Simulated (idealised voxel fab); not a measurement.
process module | voxel transistor to metal
Cross-section cut spans 185 nm and uses square cells 5 nm in size.
Format of a cross-section: grid, square cells. Given as bands. Order: top down. Band: one or more rows of cells. Band: top and bottom heights (nm) first, top before bottom; then materials from left to right, widths in nm. "full width" marks a sole material filling the band edge to edge. "air" denotes empty space. The reference from which all heights are counted is 0, the level beneath which the as-received wafer is entirely one material; the lowest band, having no lower bound, proceeds downward and is written after the example "from 0 down". Think of "30 to 40" as a width that walks from the first number to the second as you go down the band, top row to bottom row, taking equal-sized steps from row to row. Reading "left unchanged" for a step: not a cell of the cross-section changed in it. Voids not open to the top, 8 cells minimum: see "Sealed internal cavities". Written width x height at distance; distance is from the left edge; nm. Where a step's line continues beyond its settings, the continuation is a remark by the simulator itself on that step. The "overlay nm" setting may appear on a step's line; for a step that uses a mask, it gives how far to the right of its planned position the mask lay, and a negative value indicates the left. How should the pairs below be read? Each gives the cross-section before one process step and the cross-section after it, the latter drawn only to the lowest band that changed; the step that lies between them, with its settings, appears under the pair. Does a pair pick up where the pair above left off? Only where its entry headed "Preceding state" says so, since pairs can come from different runs of this module on the same starting wafer.
Preceding state:
- from 30 to 20: 35 SiO2, then 20 air, then 70 SiO2, then 20 air, then 40 SiO2
- from 20 to 15: 35 SiO2, then 20 air, then 10 SiO2, then 5 SiN, then 5 TiN, then 30 W, then 5 TiN, then 5 SiN, then 10 SiO2, then 20 air, then 40 SiO2
- from 15 to 0: 35 SiO2, then 10 air, then 20 SiGe, then 5 SiN, then 5 TiN, then 30 W, then 5 TiN, then 5 SiN, then 20 SiGe, then 10 air, then 40 SiO2
- from 0 to -5: 30 SiO2, then 35 SiGe, then 5 SiO2, then 40 TiN, then 5 SiO2, then 35 SiGe, then 35 SiO2
- from -5 to -20: 35 SiO2, then 30 SiGe, then 50 Si, then 30 SiGe, then 40 SiO2
- from -20 to -25: 35 SiO2, then 110 Si, then 40 SiO2
- from -25 down: Si full width
- Sealed internal cavities: none
Result of Step:
- from 35 to 30: 40 TiN, then 10 air, then 80 TiN, then 10 air, then 45 TiN
- from 30 to 20: 35 SiO2, then 5 TiN, then 10 air, then 5 TiN, then 70 SiO2, then 5 TiN, then 10 air, then 5 TiN, then 40 SiO2
- from 20 to 15: 35 SiO2, then 20 TiN, then 10 SiO2, then 5 SiN, then 5 TiN, then 30 W, then 5 TiN, then 5 SiN, then 10 SiO2, then 20 TiN, then 40 SiO2
- from 15 to 0: 35 SiO2, then 10 TiN, then 20 SiGe, then 5 SiN, then 5 TiN, then 30 W, then 5 TiN, then 5 SiN, then 20 SiGe, then 10 TiN, then 40 SiO2
- Anything lower than 0 is untouched.
- Sealed internal cavities: none
the step between: CONFORMAL_DEP with material TiN, thk nm 5
Preceding state: The pre-step condition corresponds to the post-step cross-section depicted in the pair directly above.
Result of Step:
- from 40 to 35: Ru full width
- from 35 to 30: 40 TiN, then 10 Ru, then 80 TiN, then 10 Ru, then 45 TiN
- from 30 to 20: 35 SiO2, then 5 TiN, then 10 Ru, then 5 TiN, then 70 SiO2, then 5 TiN, then 10 Ru, then 5 TiN, then 40 SiO2
- Anything lower than 20 is untouched.
- Sealed internal cavities: none
the step between: FILL_DEP with material Ru, thk nm 5
Preceding state: The pre-step condition corresponds to the post-step cross-section depicted in the pair directly above.
Result of Step:
- from 30 to 20: 35 SiO2, then 5 TiN, then 10 Ru, then 5 TiN, then 70 SiO2, then 5 TiN, then 10 Ru, then 5 TiN, then 40 SiO2
- Anything lower than 20 is untouched.
- Sealed internal cavities: none
the step between: CMP with height nm 30
Preceding state: The pre-step condition corresponds to the post-step cross-section depicted in the pair directly above.
Result of Step:
- from 35 to 30: SiCN full width
- Anything lower than 30 is untouched.
- Sealed internal cavities: none
the step between: CONFORMAL_DEP with material SiCN, thk nm 5
Preceding state: The pre-step condition corresponds to the post-step cross-section depicted in the pair directly above.
Result of Step:
- from 60 to 35: lowk full width
- Anything lower than 35 is untouched.
- Sealed internal cavities: none
the step between: DIRECTIONAL_DEP with material lowk, thk nm 25
Preceding state: The pre-step condition corresponds to the post-step cross-section depicted in the pair directly above.
Result of Step:
- from 75 to 60: aC full width
- Anything lower than 60 is untouched.
- Sealed internal cavities: none
the step between: DIRECTIONAL_DEP with material aC, thk nm 15
Preceding state: The pre-step condition corresponds to the post-step cross-section depicted in the pair directly above.
Result of Step:
- from 110 to 75: 35 resist, then 20 air, then 70 resist, then 20 air, then 40 resist
- Anything lower than 75 is untouched.
- Sealed internal cavities: none
the step between: PATTERN with tone open, mask id METAL_1, material resist, width nm 20, pitch nm 90, thk nm 35, overlay nm 0
Preceding state: The pre-step condition corresponds to the post-step cross-section depicted in the pair directly above.
Result of Step:
- from 95 to 75: 35 resist, then 20 air, then 70 resist, then 20 air, then 40 resist
- from 75 to 60: 35 aC, then 20 air, then 70 aC, then 20 air, then 40 aC
- Anything lower than 60 is untouched.
- Sealed internal cavities: none
the step between: DIRECTIONAL_ETCH with etch materials aC, depth nm 15
Preceding state: The pre-step condition corresponds to the post-step cross-section depicted in the pair directly above.
Result of Step:
- from 75 to 60: 35 aC, then 20 air, then 70 aC, then 20 air, then 40 aC
- Anything lower than 60 is untouched.
- Sealed internal cavities: none
the step between: STRIP with etch materials resist
Preceding state: The pre-step condition corresponds to the post-step cross-section depicted in the pair directly above.
Result of Step:
- from 75 to 60: 35 aC, then 20 air, then 70 aC, then 20 air, then 40 aC
- from 60 to 35: 35 lowk, then 20 air, then 70 lowk, then 20 air, then 40 lowk
- Anything lower than 35 is untouched.
- Sealed internal cavities: none
the step between: DIRECTIONAL_ETCH with etch materials lowk, depth nm 25
Preceding state: The pre-step condition corresponds to the post-step cross-section depicted in the pair directly above.
Result of Step:
- from 75 to 60: 35 aC, then 20 air, then 70 aC, then 20 air, then 40 aC
- from 60 to 35: 35 lowk, then 20 air, then 70 lowk, then 20 air, then 40 lowk
- from 35 to 30: 35 SiCN, then 20 air, then 70 SiCN, then 20 air, then 40 SiCN
- Anything lower than 30 is untouched.
- Sealed internal cavities: none
the step between: DIRECTIONAL_ETCH with etch materials SiCN, depth nm 5
Preceding state: The pre-step condition corresponds to the post-step cross-section depicted in the pair directly above.
Result of Step:
- from 60 to 35: 35 lowk, then 20 air, then 70 lowk, then 20 air, then 40 lowk
- Anything lower than 35 is untouched.
- Sealed internal cavities: none
the step between: STRIP with etch materials aC
Preceding state: The pre-step condition corresponds to the post-step cross-section depicted in the pair directly above.
Result of Step:
- from 65 to 60: 40 TiN, then 10 air, then 80 TiN, then 10 air, then 45 TiN
- from 60 to 35: 35 lowk, then 5 TiN, then 10 air, then 5 TiN, then 70 lowk, then 5 TiN, then 10 air, then 5 TiN, then 40 lowk
- from 35 to 30: 35 SiCN, then 20 TiN, then 70 SiCN, then 20 TiN, then 40 SiCN
- Anything lower than 30 is untouched.
- Sealed internal cavities: none
the step between: CONFORMAL_DEP with material TiN, thk nm 5
Preceding state: The pre-step condition corresponds to the post-step cross-section depicted in the pair directly above.
Result of Step:
- from 70 to 65: Ru full width
- from 65 to 60: 40 TiN, then 10 Ru, then 80 TiN, then 10 Ru, then 45 TiN
- from 60 to 35: 35 lowk, then 5 TiN, then 10 Ru, then 5 TiN, then 70 lowk, then 5 TiN, then 10 Ru, then 5 TiN, then 40 lowk
- Anything lower than 35 is untouched.
- Sealed internal cavities: none
the step between: FILL_DEP with material Ru, thk nm 5
Preceding state: The pre-step condition corresponds to the post-step cross-section depicted in the pair directly above.
Result of Step:
- from 60 to 35: 35 lowk, then 5 TiN, then 10 Ru, then 5 TiN, then 70 lowk, then 5 TiN, then 10 Ru, then 5 TiN, then 40 lowk
- Anything lower than 35 is untouched.
- Sealed internal cavities: none
the step between: CMP with height nm 60
Preceding state: The pre-step condition corresponds to the post-step cross-section depicted in the pair directly above.
Result of Step:
- from 65 to 60: SiCN full width
- Anything lower than 60 is untouched.
- Sealed internal cavities: none
the step between: CONFORMAL_DEP with material SiCN, thk nm 5
Preceding state:
- from 35 to 30: 65 air, then 5 SiN, then 5 air, then 30 SiCN, then 5 air, then 5 SiN, then 70 air
- from 30 to 25: 65 air, then 5 SiN, then 5 SiO2, then 30 SiCN, then 5 SiO2, then 5 SiN, then 70 air
- from 25 to 0: 65 air, then 5 SiN, then 5 SiO2, then 30 polySi, then 5 SiO2, then 5 SiN, then 70 air
- from 0 to -5: 65 air, then 50 SiO2, then 70 air
- from -5 to -20: 35 SiO2, then 30 air, then 50 Si, then 30 air, then 40 SiO2
- from -20 to -25: 35 SiO2, then 110 Si, then 40 SiO2
- from -25 down: Si full width
- Sealed internal cavities: none
Result of Step:
- from 35 to 30: 65 air, then 5 SiN, then 5 air, then 30 SiCN, then 5 air, then 5 SiN, then 70 air
- from 30 to 25: 65 air, then 5 SiN, then 5 SiO2, then 30 SiCN, then 5 SiO2, then 5 SiN, then 70 air
- from 25 to 0: 65 air, then 5 SiN, then 5 SiO2, then 30 polySi, then 5 SiO2, then 5 SiN, then 70 air
- from 0 to -5: 65 air, then 50 SiO2, then 70 air
- from -5 to -25: 35 SiO2, then 30 air, then 50 Si, then 30 air, then 40 SiO2
- from -25 to -35: 35 Si, then 30 air, then 50 Si, then 30 air, then 40 Si
- Anything lower than -35 is untouched.
- Sealed internal cavities: none
the step between: DIRECTIONAL_ETCH with etch materials Si, depth nm 15
Preceding state: The pre-step condition corresponds to the post-step cross-section depicted in the pair directly above.
Result of Step:
- from 35 to 30: 65 air, then 5 SiN, then 5 air, then 30 SiCN, then 5 air, then 5 SiN, then 70 air
- from 30 to 25: 65 air, then 5 SiN, then 5 SiO2, then 30 SiCN, then 5 SiO2, then 5 SiN, then 70 air
- from 25 to 15: 65 air, then 5 SiN, then 5 SiO2, then 30 polySi, then 5 SiO2, then 5 SiN, then 70 air
- from 15 to 0: 45 air, then 20 SiGe, then 5 SiN, then 5 SiO2, then 30 polySi, then 5 SiO2, then 5 SiN, then 20 SiGe, then 50 air
- from 0 to -5: 45 air, then 20 SiGe, then 50 SiO2, then 20 SiGe, then 50 air
- from -5 to -25: 35 SiO2, then 30 SiGe, then 50 Si, then 30 SiGe, then 40 SiO2
- from -25 to -35: 35 Si, then 30 SiGe, then 50 Si, then 30 SiGe, then 40 Si
- Anything lower than -35 is untouched.
- Sealed internal cavities: none
the step between: EPI with material SiGe, thk nm 20
Preceding state: The pre-step condition corresponds to the post-step cross-section depicted in the pair directly above.
Result of Step:
- from 45 to 35: SiO2 full width
- from 35 to 25: 65 SiO2, then 5 SiN, then 5 SiO2, then 30 SiCN, then 5 SiO2, then 5 SiN, then 70 SiO2
- from 25 to 15: 65 SiO2, then 5 SiN, then 5 SiO2, then 30 polySi, then 5 SiO2, then 5 SiN, then 70 SiO2
- from 15 to 0: 45 SiO2, then 20 SiGe, then 5 SiN, then 5 SiO2, then 30 polySi, then 5 SiO2, then 5 SiN, then 20 SiGe, then 50 SiO2
- from 0 to -5: 45 SiO2, then 20 SiGe, then 50 SiO2, then 20 SiGe, then 50 SiO2
- Anything lower than -5 is untouched.
- Sealed internal cavities: none
the step between: FILL_DEP with material SiO2, thk nm 10
Preceding state: The pre-step condition corresponds to the post-step cross-section depicted in the pair directly above.
Result of Step:
- from 25 to 15: 65 SiO2, then 5 SiN, then 5 SiO2, then 30 polySi, then 5 SiO2, then 5 SiN, then 70 SiO2
- Anything lower than 15 is untouched.
- Sealed internal cavities: none
the step between: CMP with height nm 25
Preceding state: The pre-step condition corresponds to the post-step cross-section depicted in the pair directly above.
Result of Step:
- from 25 to 15: 65 SiO2, then 5 SiN, then 5 SiO2, then 30 air, then 5 SiO2, then 5 SiN, then 70 SiO2
- from 15 to 0: 45 SiO2, then 20 SiGe, then 5 SiN, then 5 SiO2, then 30 air, then 5 SiO2, then 5 SiN, then 20 SiGe, then 50 SiO2
- Anything lower than 0 is untouched.
- Sealed internal cavities: none
the step between: STRIP with etch materials polySi
Preceding state: The pre-step condition corresponds to the post-step cross-section depicted in the pair directly above.
Result of Step:
- from 25 to 20: 65 air, then 5 SiN, then 40 air, then 5 SiN, then 70 air
- from 20 to 15: 65 SiO2, then 5 SiN, then 40 air, then 5 SiN, then 70 SiO2
- from 15 to 0: 45 SiO2, then 20 SiGe, then 5 SiN, then 40 air, then 5 SiN, then 20 SiGe, then 50 SiO2
- from 0 to -5: 45 SiO2, then 20 SiGe, then 5 SiO2, then 40 air, then 5 SiO2, then 20 SiGe, then 50 SiO2
- Anything lower than -5 is untouched.
- Sealed internal cavities: none
the step between: SELECTIVE_ETCH with etch materials SiO2, depth nm 5
Preceding state: The pre-step condition corresponds to the post-step cross-section depicted in the pair directly above.
Result of Step:
- from 30 to 25: 60 air, then 15 HfO2, then 30 air, then 15 HfO2, then 65 air
- from 25 to 20: 65 HfO2, then 5 SiN, then 5 HfO2, then 30 air, then 5 HfO2, then 5 SiN, then 70 HfO2
- from 20 to 15: 65 SiO2, then 5 SiN, then 5 HfO2, then 30 air, then 5 HfO2, then 5 SiN, then 70 SiO2
- from 15 to 0: 45 SiO2, then 20 SiGe, then 5 SiN, then 5 HfO2, then 30 air, then 5 HfO2, then 5 SiN, then 20 SiGe, then 50 SiO2
- from 0 to -5: 45 SiO2, then 20 SiGe, then 5 SiO2, then 40 HfO2, then 5 SiO2, then 20 SiGe, then 50 SiO2
- Anything lower than -5 is untouched.
- Sealed internal cavities: none
the step between: CONFORMAL_DEP with material HfO2, thk nm 5
Preceding state: The pre-step condition corresponds to the post-step cross-section depicted in the pair directly above.
Result of Step:
- from 35 to 30: 55 air, then 25 TiN, then 20 air, then 25 TiN, then 60 air
- from 30 to 25: 60 TiN, then 15 HfO2, then 5 TiN, then 20 air, then 5 TiN, then 15 HfO2, then 65 TiN
- from 25 to 20: 65 HfO2, then 5 SiN, then 5 HfO2, then 5 TiN, then 20 air, then 5 TiN, then 5 HfO2, then 5 SiN, then 70 HfO2
- from 20 to 15: 65 SiO2, then 5 SiN, then 5 HfO2, then 5 TiN, then 20 air, then 5 TiN, then 5 HfO2, then 5 SiN, then 70 SiO2
- from 15 to 5: 45 SiO2, then 20 SiGe, then 5 SiN, then 5 HfO2, then 5 TiN, then 20 air, then 5 TiN, then 5 HfO2, then 5 SiN, then 20 SiGe, then 50 SiO2
- from 5 to 0: 45 SiO2, then 20 SiGe, then 5 SiN, then 5 HfO2, then 30 TiN, then 5 HfO2, then 5 SiN, then 20 SiGe, then 50 SiO2
- Anything lower than 0 is untouched.
- Sealed internal cavities: none
the step between: CONFORMAL_DEP with material TiN, thk nm 5
Preceding state: The pre-step condition corresponds to the post-step cross-section depicted in the pair directly above.
Result of Step:
- from 45 to 35: W full width
- from 35 to 30: 55 W, then 25 TiN, then 20 W, then 25 TiN, then 60 W
- from 30 to 25: 60 TiN, then 15 HfO2, then 5 TiN, then 20 W, then 5 TiN, then 15 HfO2, then 65 TiN
- from 25 to 20: 65 HfO2, then 5 SiN, then 5 HfO2, then 5 TiN, then 20 W, then 5 TiN, then 5 HfO2, then 5 SiN, then 70 HfO2
- from 20 to 15: 65 SiO2, then 5 SiN, then 5 HfO2, then 5 TiN, then 20 W, then 5 TiN, then 5 HfO2, then 5 SiN, then 70 SiO2
- from 15 to 5: 45 SiO2, then 20 SiGe, then 5 SiN, then 5 HfO2, then 5 TiN, then 20 W, then 5 TiN, then 5 HfO2, then 5 SiN, then 20 SiGe, then 50 SiO2
- Anything lower than 5 is untouched.
- Sealed internal cavities: none
the step between: FILL_DEP with material W, thk nm 10
Preceding state: The pre-step condition corresponds to the post-step cross-section depicted in the pair directly above.
Result of Step:
- from 20 to 15: 65 SiO2, then 5 SiN, then 5 HfO2, then 5 TiN, then 20 W, then 5 TiN, then 5 HfO2, then 5 SiN, then 70 SiO2
- Anything lower than 15 is untouched.
- Sealed internal cavities: none
the step between: CMP with height nm 20
Preceding state: The pre-step condition corresponds to the post-step cross-section depicted in the pair directly above.
Result of Step:
- from 30 to 20: SiO2 full width
- Anything lower than 20 is untouched.
- Sealed internal cavities: none
the step between: DIRECTIONAL_DEP with material SiO2, thk nm 10
Preceding state: The pre-step condition corresponds to the post-step cross-section depicted in the pair directly above.
Result of Step:
- from 40 to 30: aC full width
- Anything lower than 30 is untouched.
- Sealed internal cavities: none
the step between: DIRECTIONAL_DEP with material aC, thk nm 10
Preceding state: The pre-step condition corresponds to the post-step cross-section depicted in the pair directly above.
Result of Step:
- from 65 to 40: 35 resist, then 20 air, then 70 resist, then 20 air, then 40 resist
- Anything lower than 40 is untouched.
- Sealed internal cavities: none
the step between: PATTERN with tone open, mask id CONTACT, material resist, width nm 20, pitch nm 90, thk nm 25, overlay nm 0
Preceding state: The pre-step condition corresponds to the post-step cross-section depicted in the pair directly above.
Result of Step:
- from 55 to 40: 35 resist, then 20 air, then 70 resist, then 20 air, then 40 resist
- from 40 to 30: 35 aC, then 20 air, then 70 aC, then 20 air, then 40 aC
- Anything lower than 30 is untouched.
- Sealed internal cavities: none
the step between: DIRECTIONAL_ETCH with etch materials aC, depth nm 10
Preceding state: The pre-step condition corresponds to the post-step cross-section depicted in the pair directly above.
Result of Step:
- from 40 to 30: 35 aC, then 20 air, then 70 aC, then 20 air, then 40 aC
- Anything lower than 30 is untouched.
- Sealed internal cavities: none
the step between: STRIP with etch materials resist
Preceding state: The pre-step condition corresponds to the post-step cross-section depicted in the pair directly above.
Result of Step:
- from 40 to 30: 35 aC, then 20 air, then 70 aC, then 20 air, then 40 aC
- from 30 to 20: 35 SiO2, then 20 air, then 70 SiO2, then 20 air, then 40 SiO2
- from 20 to 15: 35 SiO2, then 20 air, then 10 SiO2, then 5 SiN, then 5 HfO2, then 5 TiN, then 20 W, then 5 TiN, then 5 HfO2, then 5 SiN, then 10 SiO2, then 20 air, then 40 SiO2
- from 15 to 5: 35 SiO2, then 10 air, then 20 SiGe, then 5 SiN, then 5 HfO2, then 5 TiN, then 20 W, then 5 TiN, then 5 HfO2, then 5 SiN, then 20 SiGe, then 10 air, then 40 SiO2
- from 5 to 0: 35 SiO2, then 10 air, then 20 SiGe, then 5 SiN, then 5 HfO2, then 30 TiN, then 5 HfO2, then 5 SiN, then 20 SiGe, then 10 air, then 40 SiO2
- Anything lower than 0 is untouched.
- Sealed internal cavities: none
the step between: DIRECTIONAL_ETCH with etch materials SiO2, depth nm 30
Preceding state: The pre-step condition corresponds to the post-step cross-section depicted in the pair directly above.
Result of Step:
- from 30 to 20: 35 SiO2, then 20 air, then 70 SiO2, then 20 air, then 40 SiO2
- Anything lower than 20 is untouched.
- Sealed internal cavities: none
the step between: STRIP with etch materials aC
Preceding state: The pre-step condition corresponds to the post-step cross-section depicted in the pair directly above.
Result of Step:
- from 35 to 30: 40 TiN, then 10 air, then 80 TiN, then 10 air, then 45 TiN
- from 30 to 20: 35 SiO2, then 5 TiN, then 10 air, then 5 TiN, then 70 SiO2, then 5 TiN, then 10 air, then 5 TiN, then 40 SiO2
- from 20 to 15: 35 SiO2, then 20 TiN, then 10 SiO2, then 5 SiN, then 5 HfO2, then 5 TiN, then 20 W, then 5 TiN, then 5 HfO2, then 5 SiN, then 10 SiO2, then 20 TiN, then 40 SiO2
- from 15 to 5: 35 SiO2, then 10 TiN, then 20 SiGe, then 5 SiN, then 5 HfO2, then 5 TiN, then 20 W, then 5 TiN, then 5 HfO2, then 5 SiN, then 20 SiGe, then 10 TiN, then 40 SiO2
- from 5 to 0: 35 SiO2, then 10 TiN, then 20 SiGe, then 5 SiN, then 5 HfO2, then 30 TiN, then 5 HfO2, then 5 SiN, then 20 SiGe, then 10 TiN, then 40 SiO2
- Anything lower than 0 is untouched.
- Sealed internal cavities: none
the step between: CONFORMAL_DEP with material TiN, thk nm 5
Preceding state: The pre-step condition corresponds to the post-step cross-section depicted in the pair directly above.
Result of Step:
- from 40 to 35: Ru full width
- from 35 to 30: 40 TiN, then 10 Ru, then 80 TiN, then 10 Ru, then 45 TiN
- from 30 to 20: 35 SiO2, then 5 TiN, then 10 Ru, then 5 TiN, then 70 SiO2, then 5 TiN, then 10 Ru, then 5 TiN, then 40 SiO2
- Anything lower than 20 is untouched.
- Sealed internal cavities: none
the step between: FILL_DEP with material Ru, thk nm 5
Preceding state: The pre-step condition corresponds to the post-step cross-section depicted in the pair directly above.
Result of Step:
- from 30 to 20: 35 SiO2, then 5 TiN, then 10 Ru, then 5 TiN, then 70 SiO2, then 5 TiN, then 10 Ru, then 5 TiN, then 40 SiO2
- Anything lower than 20 is untouched.
- Sealed internal cavities: none
the step between: CMP with height nm 30
Preceding state: The pre-step condition corresponds to the post-step cross-section depicted in the pair directly above.
Result of Step:
- from 35 to 30: SiCN full width
- Anything lower than 30 is untouched.
- Sealed internal cavities: none
the step between: CONFORMAL_DEP with material SiCN, thk nm 5
Preceding state: The pre-step condition corresponds to the post-step cross-section depicted in the pair directly above.
Result of Step:
- from 60 to 35: lowk full width
- Anything lower than 35 is untouched.
- Sealed internal cavities: none
the step between: DIRECTIONAL_DEP with material lowk, thk nm 25
Preceding state: The pre-step condition corresponds to the post-step cross-section depicted in the pair directly above.
Result of Step:
- from 75 to 60: aC full width
- Anything lower than 60 is untouched.
- Sealed internal cavities: none
the step between: DIRECTIONAL_DEP with material aC, thk nm 15
Preceding state: The pre-step condition corresponds to the post-step cross-section depicted in the pair directly above.
Result of Step:
- from 110 to 75: 35 resist, then 20 air, then 70 resist, then 20 air, then 40 resist
- Anything lower than 75 is untouched.
- Sealed internal cavities: none
the step between: PATTERN with tone open, mask id METAL_1, material resist, width nm 20, pitch nm 90, thk nm 35, overlay nm 0
Preceding state: The pre-step condition corresponds to the post-step cross-section depicted in the pair directly above.
Result of Step:
- from 95 to 75: 35 resist, then 20 air, then 70 resist, then 20 air, then 40 resist
- from 75 to 60: 35 aC, then 20 air, then 70 aC, then 20 air, then 40 aC
- Anything lower than 60 is untouched.
- Sealed internal cavities: none
the step between: DIRECTIONAL_ETCH with etch materials aC, depth nm 15
Preceding state: The pre-step condition corresponds to the post-step cross-section depicted in the pair directly above.
Result of Step:
- from 75 to 60: 35 aC, then 20 air, then 70 aC, then 20 air, then 40 aC
- Anything lower than 60 is untouched.
- Sealed internal cavities: none
the step between: STRIP with etch materials resist
Preceding state: The pre-step condition corresponds to the post-step cross-section depicted in the pair directly above.
Result of Step:
- from 75 to 60: 35 aC, then 20 air, then 70 aC, then 20 air, then 40 aC
- from 60 to 35: 35 lowk, then 20 air, then 70 lowk, then 20 air, then 40 lowk
- Anything lower than 35 is untouched.
- Sealed internal cavities: none
the step between: DIRECTIONAL_ETCH with etch materials lowk, depth nm 25
Preceding state: The pre-step condition corresponds to the post-step cross-section depicted in the pair directly above.
Result of Step:
- from 75 to 60: 35 aC, then 20 air, then 70 aC, then 20 air, then 40 aC
- from 60 to 35: 35 lowk, then 20 air, then 70 lowk, then 20 air, then 40 lowk
- from 35 to 30: 35 SiCN, then 20 air, then 70 SiCN, then 20 air, then 40 SiCN
- Anything lower than 30 is untouched.
- Sealed internal cavities: none
the step between: DIRECTIONAL_ETCH with etch materials SiCN, depth nm 5
Preceding state: The pre-step condition corresponds to the post-step cross-section depicted in the pair directly above.
Result of Step:
- from 60 to 35: 35 lowk, then 20 air, then 70 lowk, then 20 air, then 40 lowk
- Anything lower than 35 is untouched.
- Sealed internal cavities: none
the step between: STRIP with etch materials aC
Preceding state: The pre-step condition corresponds to the post-step cross-section depicted in the pair directly above.
Result of Step:
- from 65 to 60: 40 TiN, then 10 air, then 80 TiN, then 10 air, then 45 TiN
- from 60 to 35: 35 lowk, then 5 TiN, then 10 air, then 5 TiN, then 70 lowk, then 5 TiN, then 10 air, then 5 TiN, then 40 lowk
- from 35 to 30: 35 SiCN, then 20 TiN, then 70 SiCN, then 20 TiN, then 40 SiCN
- Anything lower than 30 is untouched.
- Sealed internal cavities: none
the step between: CONFORMAL_DEP with material TiN, thk nm 5
Preceding state: The pre-step condition corresponds to the post-step cross-section depicted in the pair directly above.
Result of Step:
- from 70 to 65: Ru full width
- from 65 to 60: 40 TiN, then 10 Ru, then 80 TiN, then 10 Ru, then 45 TiN
- from 60 to 35: 35 lowk, then 5 TiN, then 10 Ru, then 5 TiN, then 70 lowk, then 5 TiN, then 10 Ru, then 5 TiN, then 40 lowk
- Anything lower than 35 is untouched.
- Sealed internal cavities: none
the step between: FILL_DEP with material Ru, thk nm 5
Preceding state: The pre-step condition corresponds to the post-step cross-section depicted in the pair directly above.
Result of Step:
- from 60 to 35: 35 lowk, then 5 TiN, then 10 Ru, then 5 TiN, then 70 lowk, then 5 TiN, then 10 Ru, then 5 TiN, then 40 lowk
- Anything lower than 35 is untouched.
- Sealed internal cavities: none
the step between: CMP with height nm 60
Preceding state: The pre-step condition corresponds to the post-step cross-section depicted in the pair directly above.
Result of Step:
- from 65 to 60: SiCN full width
- Anything lower than 60 is untouched.
- Sealed internal cavities: none
the step between: CONFORMAL_DEP with material SiCN, thk nm 5
Preceding state:
- from 30 to 25: 60 air, then 15 TiN, then 30 air, then 15 TiN, then 65 air
- from 25 to 20: 65 TiN, then 5 SiN, then 5 TiN, then 30 air, then 5 TiN, then 5 SiN, then 70 TiN
- from 20 to 15: 65 SiO2, then 5 SiN, then 5 TiN, then 30 air, then 5 TiN, then 5 SiN, then 70 SiO2
- from 15 to 0: 45 SiO2, then 20 SiGe, then 5 SiN, then 5 TiN, then 30 air, then 5 TiN, then 5 SiN, then 20 SiGe, then 50 SiO2
- from 0 to -5: 30 SiO2, then 35 SiGe, then 5 SiO2, then 40 TiN, then 5 SiO2, then 35 SiGe, then 35 SiO2
- from -5 to -20: 35 SiO2, then 30 SiGe, then 50 Si, then 30 SiGe, then 40 SiO2
- from -20 to -25: 35 SiO2, then 110 Si, then 40 SiO2
- from -25 down: Si full width
- Sealed internal cavities: none
Result of Step:
- from 35 to 30: 55 air, then 25 HfO2, then 20 air, then 25 HfO2, then 60 air
- from 30 to 25: 60 HfO2, then 15 TiN, then 5 HfO2, then 20 air, then 5 HfO2, then 15 TiN, then 65 HfO2
- from 25 to 20: 65 TiN, then 5 SiN, then 5 TiN, then 5 HfO2, then 20 air, then 5 HfO2, then 5 TiN, then 5 SiN, then 70 TiN
- from 20 to 15: 65 SiO2, then 5 SiN, then 5 TiN, then 5 HfO2, then 20 air, then 5 HfO2, then 5 TiN, then 5 SiN, then 70 SiO2
- from 15 to 5: 45 SiO2, then 20 SiGe, then 5 SiN, then 5 TiN, then 5 HfO2, then 20 air, then 5 HfO2, then 5 TiN, then 5 SiN, then 20 SiGe, then 50 SiO2
- from 5 to 0: 45 SiO2, then 20 SiGe, then 5 SiN, then 5 TiN, then 30 HfO2, then 5 TiN, then 5 SiN, then 20 SiGe, then 50 SiO2
- Anything lower than 0 is untouched.
- Sealed internal cavities: none
the step between: CONFORMAL_DEP with material HfO2, thk nm 5
Preceding state: The pre-step condition corresponds to the post-step cross-section depicted in the pair directly above.
Result of Step:
- from 45 to 35: W full width
- from 35 to 30: 55 W, then 25 HfO2, then 20 W, then 25 HfO2, then 60 W
- from 30 to 25: 60 HfO2, then 15 TiN, then 5 HfO2, then 20 W, then 5 HfO2, then 15 TiN, then 65 HfO2
- from 25 to 20: 65 TiN, then 5 SiN, then 5 TiN, then 5 HfO2, then 20 W, then 5 HfO2, then 5 TiN, then 5 SiN, then 70 TiN
- from 20 to 15: 65 SiO2, then 5 SiN, then 5 TiN, then 5 HfO2, then 20 W, then 5 HfO2, then 5 TiN, then 5 SiN, then 70 SiO2
- from 15 to 5: 45 SiO2, then 20 SiGe, then 5 SiN, then 5 TiN, then 5 HfO2, then 20 W, then 5 HfO2, then 5 TiN, then 5 SiN, then 20 SiGe, then 50 SiO2
- Anything lower than 5 is untouched.
- Sealed internal cavities: none
the step between: FILL_DEP with material W, thk nm 10
Preceding state: The pre-step condition corresponds to the post-step cross-section depicted in the pair directly above.
Result of Step:
- from 20 to 15: 65 SiO2, then 5 SiN, then 5 TiN, then 5 HfO2, then 20 W, then 5 HfO2, then 5 TiN, then 5 SiN, then 70 SiO2
- Anything lower than 15 is untouched.
- Sealed internal cavities: none
the step between: CMP with height nm 20
Preceding state: The pre-step condition corresponds to the post-step cross-section depicted in the pair directly above.
Result of Step:
- from 30 to 20: SiO2 full width
- Anything lower than 20 is untouched.
- Sealed internal cavities: none
the step between: DIRECTIONAL_DEP with material SiO2, thk nm 10
Preceding state: The pre-step condition corresponds to the post-step cross-section depicted in the pair directly above.
Result of Step:
- from 40 to 30: aC full width
- Anything lower than 30 is untouched.
- Sealed internal cavities: none
the step between: DIRECTIONAL_DEP with material aC, thk nm 10
Preceding state: The pre-step condition corresponds to the post-step cross-section depicted in the pair directly above.
Result of Step:
- from 65 to 40: 35 resist, then 20 air, then 70 resist, then 20 air, then 40 resist
- Anything lower than 40 is untouched.
- Sealed internal cavities: none
the step between: PATTERN with tone open, mask id CONTACT, material resist, width nm 20, pitch nm 90, thk nm 25, overlay nm 0
Preceding state: The pre-step condition corresponds to the post-step cross-section depicted in the pair directly above.
Result of Step:
- from 55 to 40: 35 resist, then 20 air, then 70 resist, then 20 air, then 40 resist
- from 40 to 30: 35 aC, then 20 air, then 70 aC, then 20 air, then 40 aC
- Anything lower than 30 is untouched.
- Sealed internal cavities: none
the step between: DIRECTIONAL_ETCH with etch materials aC, depth nm 10
Preceding state: The pre-step condition corresponds to the post-step cross-section depicted in the pair directly above.
Result of Step:
- from 40 to 30: 35 aC, then 20 air, then 70 aC, then 20 air, then 40 aC
- Anything lower than 30 is untouched.
- Sealed internal cavities: none
the step between: STRIP with etch materials resist
